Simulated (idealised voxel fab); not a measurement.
Title: Process Module voxel capacitor over wiring
Section cut is 220 nm wide and gridded with 5 nm square cells.
Cross-section format: a grid of square cells, given as bands from top to bottom; each band is one or more rows of cells.
Look at the band entry: it leads with the top's height and the bottom's height in nm. Then it lists the materials left to right, with a width in nm for each. The word "edge to edge" on a single material says that material fills the band edge to edge. The word "blank" is empty space.
Measure heights from 0. That's the level where, below it, the as-received wafer is all one material. The lowest band is bottomless and extends downward; write it as in "z 0 and below".
Think of "30..40" as a width that walks from the first number to the second as you go down the band, top row to bottom row, taking equal-sized steps from row to row.
Take "changes: none" at face value: in the step it is given for, the cross-section changed in none of its cells.
Any empty space of 8 cells or more lacking an open way to the top shows up in "Enclosed void inventory" as width x height at distance, distance from the left edge, in nm.
What comes after the settings on a step's line is commentary from the simulator itself on that step.
Steps that use a mask can have "overlay nm" on their line. It says how far the mask sat to the right of where it was meant to be. Negative means to the left.

Here's what the planned process steps look like
1,RECEIVE with material Si
2,CONFORMAL_DEP with material SiO2, thk nm 15
3,DIRECTIONAL_DEP with material TiN, thk nm 5
4,DIRECTIONAL_DEP with material W, thk nm 15
5,DIRECTIONAL_DEP with material aC, thk nm 15
6,PATTERN with tone cover, mask id METAL_1, material resist, width nm 30, pitch nm 90, thk nm 30, overlay nm 0
7,DIRECTIONAL_ETCH with etch materials aC, depth nm 15
8,STRIP with etch materials resist
9,DIRECTIONAL_ETCH with etch materials W, depth nm 15
10,DIRECTIONAL_ETCH with etch materials TiN, depth nm 5
11,STRIP with etch materials aC
12,CONFORMAL_DEP with material SiN, thk nm 5
13,FILL_DEP with material SiO2, thk nm 5
14,CMP with height nm 35
15,CONFORMAL_DEP with material SiCN, thk nm 5
16,DIRECTIONAL_DEP with material SiO2, thk nm 15
17,PATTERN with tone open, mask id PLUG_1, material resist, width nm 15, thk nm 15, overlay nm 0
18,DIRECTIONAL_ETCH with etch materials SiO2, depth nm 15
19,DIRECTIONAL_ETCH with etch materials SiCN, depth nm 5
20,STRIP with etch materials resist
21,CONFORMAL_DEP with material TiN, thk nm 5
22,FILL_DEP with material Cu, thk nm 10
23,CMP with height nm 55
24,DIRECTIONAL_DEP with material TiN, thk nm 10
25,DIRECTIONAL_DEP with material Al2O3, thk nm 5
26,DIRECTIONAL_DEP with material TiN, thk nm 5
27,PATTERN with tone cover, mask id UPPER_PLATE, material resist, width nm 65, thk nm 15, overlay nm 0
28,DIRECTIONAL_ETCH with etch materials TiN, depth nm 5
29,DIRECTIONAL_ETCH with etch materials Al2O3, depth nm 5
30,STRIP with etch materials resist
31,DIRECTIONAL_DEP with material aC, thk nm 10
32,PATTERN with tone cover, mask id LOWER_PLATE, material resist, width nm 75, thk nm 25, overlay nm 0
33,DIRECTIONAL_ETCH with etch materials aC, depth nm 10
34,STRIP with etch materials resist
35,DIRECTIONAL_ETCH with etch materials TiN, depth nm 10
36,STRIP with etch materials aC
37,FILL_DEP with material SiO2, thk nm 20
38,CMP with height nm 90
39,MASKED_ETCH with tone open, mask id PLUG_2, width nm 15, etch materials SiO2, depth nm 15, overlay nm 0
40,CONFORMAL_DEP with material TiN, thk nm 5
41,FILL_DEP with material W, thk nm 5
42,CMP with height nm 90
43,CONFORMAL_DEP with material SiCN, thk nm 5

First of two wafers, processed according to plan

Received-state cross-section, reflecting completion of step 1
> z 0 and below: Si edge to edge
> Enclosed void inventory: none

Once step 2 is through, the wafer looks like this in cross-section
> z 15 to 0: SiO2 edge to edge
> Everything below 0 is unchanged.

Once step 3 is through, the wafer looks like this in cross-section
> z 20 to 15: TiN edge to edge
> Everything below 15 is unchanged.

Once step 4 is through, the wafer looks like this in cross-section
> z 35 to 20: W edge to edge
> Everything below 20 is unchanged.

Once step 5 is through, the wafer looks like this in cross-section
> z 50 to 35: aC edge to edge
> Everything below 35 is unchanged.

Once step 6 is through, the wafer looks like this in cross-section
> z 80 to 50: blank=50, resist=30, blank=60, resist=30, blank=50
> Everything below 50 is unchanged.

Once step 7 is through, the wafer looks like this in cross-section
> z 65 to 50: blank=50, resist=30, blank=60, resist=30, blank=50
> z 50 to 35: blank=50, aC=30, blank=60, aC=30, blank=50
> Everything below 35 is unchanged.

Once step 8 is through, the wafer looks like this in cross-section
> z 50 to 35: blank=50, aC=30, blank=60, aC=30, blank=50
> Everything below 35 is unchanged.

Once step 9 is through, the wafer looks like this in cross-section
> z 50 to 35: blank=50, aC=30, blank=60, aC=30, blank=50
> z 35 to 20: blank=50, W=30, blank=60, W=30, blank=50
> Everything below 20 is unchanged.

Once step 10 is through, the wafer looks like this in cross-section
> z 50 to 35: blank=50, aC=30, blank=60, aC=30, blank=50
> z 35 to 20: blank=50, W=30, blank=60, W=30, blank=50
> z 20 to 15: blank=50, TiN=30, blank=60, TiN=30, blank=50
> Everything below 15 is unchanged.

Once step 11 is through, the wafer looks like this in cross-section
> z 35 to 20: blank=50, W=30, blank=60, W=30, blank=50
> Everything below 20 is unchanged.

Once step 12 is through, the wafer looks like this in cross-section
> z 40 to 35: blank=45, SiN=40, blank=50, SiN=40, blank=45
> z 35 to 20: blank=45, SiN=5, W=30, SiN=5, blank=50, SiN=5, W=30, SiN=5, blank=45
> z 20 to 15: SiN=50, TiN=30, SiN=60, TiN=30, SiN=50
> Everything below 15 is unchanged.

Once step 13 is through, the wafer looks like this in cross-section
> z 45 to 40: SiO2 edge to edge
> z 40 to 35: SiO2=45, SiN=40, SiO2=50, SiN=40, SiO2=45
> z 35 to 20: SiO2=45, SiN=5, W=30, SiN=5, SiO2=50, SiN=5, W=30, SiN=5, SiO2=45
> Everything below 20 is unchanged.

Once step 14 is through, the wafer looks like this in cross-section
> z 35 to 20: SiO2=45, SiN=5, W=30, SiN=5, SiO2=50, SiN=5, W=30, SiN=5, SiO2=45
> Everything below 20 is unchanged.

Once step 15 is through, the wafer looks like this in cross-section
> z 40 to 35: SiCN edge to edge
> Everything below 35 is unchanged.

Once step 16 is through, the wafer looks like this in cross-section
> z 55 to 40: SiO2 edge to edge
> Everything below 40 is unchanged.

Once step 17 is through, the wafer looks like this in cross-section
> z 70 to 55: resist=65, blank=15, resist=140
> Everything below 55 is unchanged.

Once step 18 is through, the wafer looks like this in cross-section
> z 70 to 55: resist=65, blank=15, resist=140
> z 55 to 40: SiO2=65, blank=15, SiO2=140
> Everything below 40 is unchanged.

Once step 19 is through, the wafer looks like this in cross-section
> z 70 to 55: resist=65, blank=15, resist=140
> z 55 to 40: SiO2=65, blank=15, SiO2=140
> z 40 to 35: SiCN=65, blank=15, SiCN=140
> Everything below 35 is unchanged.

Once step 20 is through, the wafer looks like this in cross-section
> z 55 to 40: SiO2=65, blank=15, SiO2=140
> Everything below 40 is unchanged.

Once step 21 is through, the wafer looks like this in cross-section
> z 60 to 55: TiN=70, blank=5, TiN=145
> z 55 to 40: SiO2=65, TiN=5, blank=5, TiN=5, SiO2=140
> z 40 to 35: SiCN=65, TiN=15, SiCN=140
> Everything below 35 is unchanged.

Once step 22 is through, the wafer looks like this in cross-section
> z 70 to 60: Cu edge to edge
> z 60 to 55: TiN=70, Cu=5, TiN=145
> z 55 to 40: SiO2=65, TiN=5, Cu=5, TiN=5, SiO2=140
> Everything below 40 is unchanged.

Once step 23 is through, the wafer looks like this in cross-section
> z 55 to 40: SiO2=65, TiN=5, Cu=5, TiN=5, SiO2=140
> Everything below 40 is unchanged.

Once step 24 is through, the wafer looks like this in cross-section
> z 65 to 55: TiN edge to edge
> Everything below 55 is unchanged.

Once step 25 is through, the wafer looks like this in cross-section
> z 70 to 65: Al2O3 edge to edge
> Everything below 65 is unchanged.

Once step 26 is through, the wafer looks like this in cross-section
> z 75 to 70: TiN edge to edge
> Everything below 70 is unchanged.

Once step 27 is through, the wafer looks like this in cross-section
> z 90 to 75: blank=65, resist=65, blank=90
> Everything below 75 is unchanged.

Once step 28 is through, the wafer looks like this in cross-section
> z 90 to 75: blank=65, resist=65, blank=90
> z 75 to 70: blank=65, TiN=65, blank=90
> Everything below 70 is unchanged.

Once step 29 is through, the wafer looks like this in cross-section
> z 90 to 75: blank=65, resist=65, blank=90
> z 75 to 70: blank=65, TiN=65, blank=90
> z 70 to 65: blank=65, Al2O3=65, blank=90
> Everything below 65 is unchanged.

Once step 30 is through, the wafer looks like this in cross-section
> z 75 to 70: blank=65, TiN=65, blank=90
> Everything below 70 is unchanged.

Once step 31 is through, the wafer looks like this in cross-section
> z 85 to 75: blank=65, aC=65, blank=90
> z 75 to 70: aC=65, TiN=65, aC=90
> z 70 to 65: aC=65, Al2O3=65, aC=90
> Everything below 65 is unchanged.

Once step 32 is through, the wafer looks like this in cross-section
> z 110 to 85: blank=60, resist=75, blank=85
> z 85 to 75: blank=60, resist=5, aC=65, resist=5, blank=85
> Everything below 75 is unchanged.

Once step 33 is through, the wafer looks like this in cross-section
> z 100 to 85: blank=60, resist=75, blank=85
> z 85 to 75: blank=60, resist=5, aC=65, resist=5, blank=85
> z 75 to 70: blank=60, aC=5, TiN=65, aC=5, blank=85
> z 70 to 65: blank=60, aC=5, Al2O3=65, aC=5, blank=85
> Everything below 65 is unchanged.

Once step 34 is through, the wafer looks like this in cross-section
> z 85 to 75: blank=65, aC=65, blank=90
> Everything below 75 is unchanged.

Once step 35 is through, the wafer looks like this in cross-section
> z 85 to 75: blank=65, aC=65, blank=90
> z 75 to 70: blank=60, aC=5, TiN=65, aC=5, blank=85
> z 70 to 65: blank=60, aC=5, Al2O3=65, aC=5, blank=85
> z 65 to 55: blank=60, TiN=75, blank=85
> Everything below 55 is unchanged.

Once step 36 is through, the wafer looks like this in cross-section
> z 75 to 70: blank=65, TiN=65, blank=90
> z 70 to 65: blank=65, Al2O3=65, blank=90
> Everything below 65 is unchanged.

Once step 37 is through, the wafer looks like this in cross-section
> z 95 to 75: SiO2 edge to edge
> z 75 to 70: SiO2=65, TiN=65, SiO2=90
> z 70 to 65: SiO2=65, Al2O3=65, SiO2=90
> z 65 to 55: SiO2=60, TiN=75, SiO2=85
> Everything below 55 is unchanged.

Once step 38 is through, the wafer looks like this in cross-section
> z 90 to 75: SiO2 edge to edge
> Everything below 75 is unchanged.

Once step 39 is through, the wafer looks like this in cross-section
> z 90 to 75: SiO2=75, blank=15, SiO2=130
> Everything below 75 is unchanged.

Once step 40 is through, the wafer looks like this in cross-section
> z 95 to 90: TiN=80, blank=5, TiN=135
> z 90 to 80: SiO2=75, TiN=5, blank=5, TiN=5, SiO2=130
> z 80 to 70: SiO2=75..65, TiN=15..65, SiO2=130..90
> Everything below 70 is unchanged.

Once step 41 is through, the wafer looks like this in cross-section
> z 100 to 95: W edge to edge
> z 95 to 90: TiN=80, W=5, TiN=135
> z 90 to 80: SiO2=75, TiN=5, W=5, TiN=5, SiO2=130
> Everything below 80 is unchanged.

Once step 42 is through, the wafer looks like this in cross-section
> z 90 to 80: SiO2=75, TiN=5, W=5, TiN=5, SiO2=130
> Everything below 80 is unchanged.

Once step 43 is through, the wafer looks like this in cross-section
> z 95 to 90: SiCN edge to edge
> Everything below 90 is unchanged.

Companion wafer, the second of two: same beginning, same intended sequence, one mistake in carrying it out; through step 1 inclusive it tracks the first exactly

Second wafer: cross-section at the scheduled end of step 2
> z 30 to 0: SiO2 edge to edge
> Everything below 0 is unchanged.

Second wafer: cross-section at the scheduled end of step 3
> z 35 to 30: TiN edge to edge
> Everything below 30 is unchanged.

Second wafer: cross-section at the scheduled end of step 4
> z 50 to 35: W edge to edge
> Everything below 35 is unchanged.

Second wafer: cross-section at the scheduled end of step 5
> z 65 to 50: aC edge to edge
> Everything below 50 is unchanged.

Second wafer: cross-section at the scheduled end of step 6
> z 95 to 65: blank=50, resist=30, blank=60, resist=30, blank=50
> Everything below 65 is unchanged.

Second wafer: cross-section at the scheduled end of step 7
> z 80 to 65: blank=50, resist=30, blank=60, resist=30, blank=50
> z 65 to 50: blank=50, aC=30, blank=60, aC=30, blank=50
> Everything below 50 is unchanged.

Second wafer: cross-section at the scheduled end of step 8
> z 65 to 50: blank=50, aC=30, blank=60, aC=30, blank=50
> Everything below 50 is unchanged.

Second wafer: cross-section at the scheduled end of step 9
> z 65 to 50: blank=50, aC=30, blank=60, aC=30, blank=50
> z 50 to 35: blank=50, W=30, blank=60, W=30, blank=50
> Everything below 35 is unchanged.

Second wafer: cross-section at the scheduled end of step 10
> z 65 to 50: blank=50, aC=30, blank=60, aC=30, blank=50
> z 50 to 35: blank=50, W=30, blank=60, W=30, blank=50
> z 35 to 30: blank=50, TiN=30, blank=60, TiN=30, blank=50
> Everything below 30 is unchanged.

Second wafer: cross-section at the scheduled end of step 11
> z 50 to 35: blank=50, W=30, blank=60, W=30, blank=50
> Everything below 35 is unchanged.

Second wafer: cross-section at the scheduled end of step 12
> z 55 to 50: blank=45, SiN=40, blank=50, SiN=40, blank=45
> z 50 to 35: blank=45, SiN=5, W=30, SiN=5, blank=50, SiN=5, W=30, SiN=5, blank=45
> z 35 to 30: SiN=50, TiN=30, SiN=60, TiN=30, SiN=50
> Everything below 30 is unchanged.

Second wafer: cross-section at the scheduled end of step 13
> z 60 to 55: SiO2 edge to edge
> z 55 to 50: SiO2=45, SiN=40, SiO2=50, SiN=40, SiO2=45
> z 50 to 35: SiO2=45, SiN=5, W=30, SiN=5, SiO2=50, SiN=5, W=30, SiN=5, SiO2=45
> Everything below 35 is unchanged.

Second wafer: cross-section at the scheduled end of step 14
> z 35 to 30: SiN=50, TiN=30, SiN=60, TiN=30, SiN=50
> Everything below 30 is unchanged.

Second wafer: cross-section at the scheduled end of step 15
> z 40 to 35: SiCN edge to edge
> Everything below 35 is unchanged.

Second wafer: cross-section at the scheduled end of step 16
> z 55 to 40: SiO2 edge to edge
> Everything below 40 is unchanged.

Second wafer: cross-section at the scheduled end of step 17
> z 70 to 55: resist=65, blank=15, resist=140
> Everything below 55 is unchanged.

Second wafer: cross-section at the scheduled end of step 18
> z 70 to 55: resist=65, blank=15, resist=140
> z 55 to 40: SiO2=65, blank=15, SiO2=140
> Everything below 40 is unchanged.

Second wafer: cross-section at the scheduled end of step 19
> z 70 to 55: resist=65, blank=15, resist=140
> z 55 to 40: SiO2=65, blank=15, SiO2=140
> z 40 to 35: SiCN=65, blank=15, SiCN=140
> Everything below 35 is unchanged.

Second wafer: cross-section at the scheduled end of step 20
> z 55 to 40: SiO2=65, blank=15, SiO2=140
> Everything below 40 is unchanged.

Second wafer: cross-section at the scheduled end of step 21
> z 60 to 55: TiN=70, blank=5, TiN=145
> z 55 to 40: SiO2=65, TiN=5, blank=5, TiN=5, SiO2=140
> z 40 to 35: SiCN=65, TiN=15, SiCN=140
> Everything below 35 is unchanged.

Second wafer: cross-section at the scheduled end of step 22
> z 70 to 60: Cu edge to edge
> z 60 to 55: TiN=70, Cu=5, TiN=145
> z 55 to 40: SiO2=65, TiN=5, Cu=5, TiN=5, SiO2=140
> Everything below 40 is unchanged.

Second wafer: cross-section at the scheduled end of step 23
> z 55 to 40: SiO2=65, TiN=5, Cu=5, TiN=5, SiO2=140
> Everything below 40 is unchanged.

Second wafer: cross-section at the scheduled end of step 24
> z 65 to 55: TiN edge to edge
> Everything below 55 is unchanged.

Second wafer: cross-section at the scheduled end of step 25
> z 70 to 65: Al2O3 edge to edge
> Everything below 65 is unchanged.

Second wafer: cross-section at the scheduled end of step 26
> z 75 to 70: TiN edge to edge
> Everything below 70 is unchanged.

Second wafer: cross-section at the scheduled end of step 27
> z 90 to 75: blank=65, resist=65, blank=90
> Everything below 75 is unchanged.

Second wafer: cross-section at the scheduled end of step 28
> z 90 to 75: blank=65, resist=65, blank=90
> z 75 to 70: blank=65, TiN=65, blank=90
> Everything below 70 is unchanged.

Second wafer: cross-section at the scheduled end of step 29
> z 90 to 75: blank=65, resist=65, blank=90
> z 75 to 70: blank=65, TiN=65, blank=90
> z 70 to 65: blank=65, Al2O3=65, blank=90
> Everything below 65 is unchanged.

Second wafer: cross-section at the scheduled end of step 30
> z 75 to 70: blank=65, TiN=65, blank=90
> Everything below 70 is unchanged.

Second wafer: cross-section at the scheduled end of step 31
> z 85 to 75: blank=65, aC=65, blank=90
> z 75 to 70: aC=65, TiN=65, aC=90
> z 70 to 65: aC=65, Al2O3=65, aC=90
> Everything below 65 is unchanged.

Second wafer: cross-section at the scheduled end of step 32
> z 110 to 85: blank=60, resist=75, blank=85
> z 85 to 75: blank=60, resist=5, aC=65, resist=5, blank=85
> Everything below 75 is unchanged.

Second wafer: cross-section at the scheduled end of step 33
> z 100 to 85: blank=60, resist=75, blank=85
> z 85 to 75: blank=60, resist=5, aC=65, resist=5, blank=85
> z 75 to 70: blank=60, aC=5, TiN=65, aC=5, blank=85
> z 70 to 65: blank=60, aC=5, Al2O3=65, aC=5, blank=85
> Everything below 65 is unchanged.

Second wafer: cross-section at the scheduled end of step 34
> z 85 to 75: blank=65, aC=65, blank=90
> Everything below 75 is unchanged.

Second wafer: cross-section at the scheduled end of step 35
> z 85 to 75: blank=65, aC=65, blank=90
> z 75 to 70: blank=60, aC=5, TiN=65, aC=5, blank=85
> z 70 to 65: blank=60, aC=5, Al2O3=65, aC=5, blank=85
> z 65 to 55: blank=60, TiN=75, blank=85
> Everything below 55 is unchanged.

Second wafer: cross-section at the scheduled end of step 36
> z 75 to 70: blank=65, TiN=65, blank=90
> z 70 to 65: blank=65, Al2O3=65, blank=90
> Everything below 65 is unchanged.

Second wafer: cross-section at the scheduled end of step 37
> z 95 to 75: SiO2 edge to edge
> z 75 to 70: SiO2=65, TiN=65, SiO2=90
> z 70 to 65: SiO2=65, Al2O3=65, SiO2=90
> z 65 to 55: SiO2=60, TiN=75, SiO2=85
> Everything below 55 is unchanged.

Second wafer: cross-section at the scheduled end of step 38
> z 90 to 75: SiO2 edge to edge
> Everything below 75 is unchanged.

Second wafer: cross-section at the scheduled end of step 39
> z 90 to 75: SiO2=75, blank=15, SiO2=130
> Everything below 75 is unchanged.

Second wafer: cross-section at the scheduled end of step 40
> z 95 to 90: TiN=80, blank=5, TiN=135
> z 90 to 80: SiO2=75, TiN=5, blank=5, TiN=5, SiO2=130
> z 80 to 70: SiO2=75..65, TiN=15..65, SiO2=130..90
> Everything below 70 is unchanged.

Second wafer: cross-section at the scheduled end of step 41
> z 100 to 95: W edge to edge
> z 95 to 90: TiN=80, W=5, TiN=135
> z 90 to 80: SiO2=75, TiN=5, W=5, TiN=5, SiO2=130
> Everything below 80 is unchanged.

Second wafer: cross-section at the scheduled end of step 42
> z 90 to 80: SiO2=75, TiN=5, W=5, TiN=5, SiO2=130
> Everything below 80 is unchanged.

Second wafer: cross-section at the scheduled end of step 43
> z 95 to 90: SiCN edge to edge
> Everything below 90 is unchanged.
Run error: the plan had its step 2 run twice
The second wafer ends with more or fewer cells of some materials than the first, per final count: -12 SiN | +48 SiO2 | -36 W
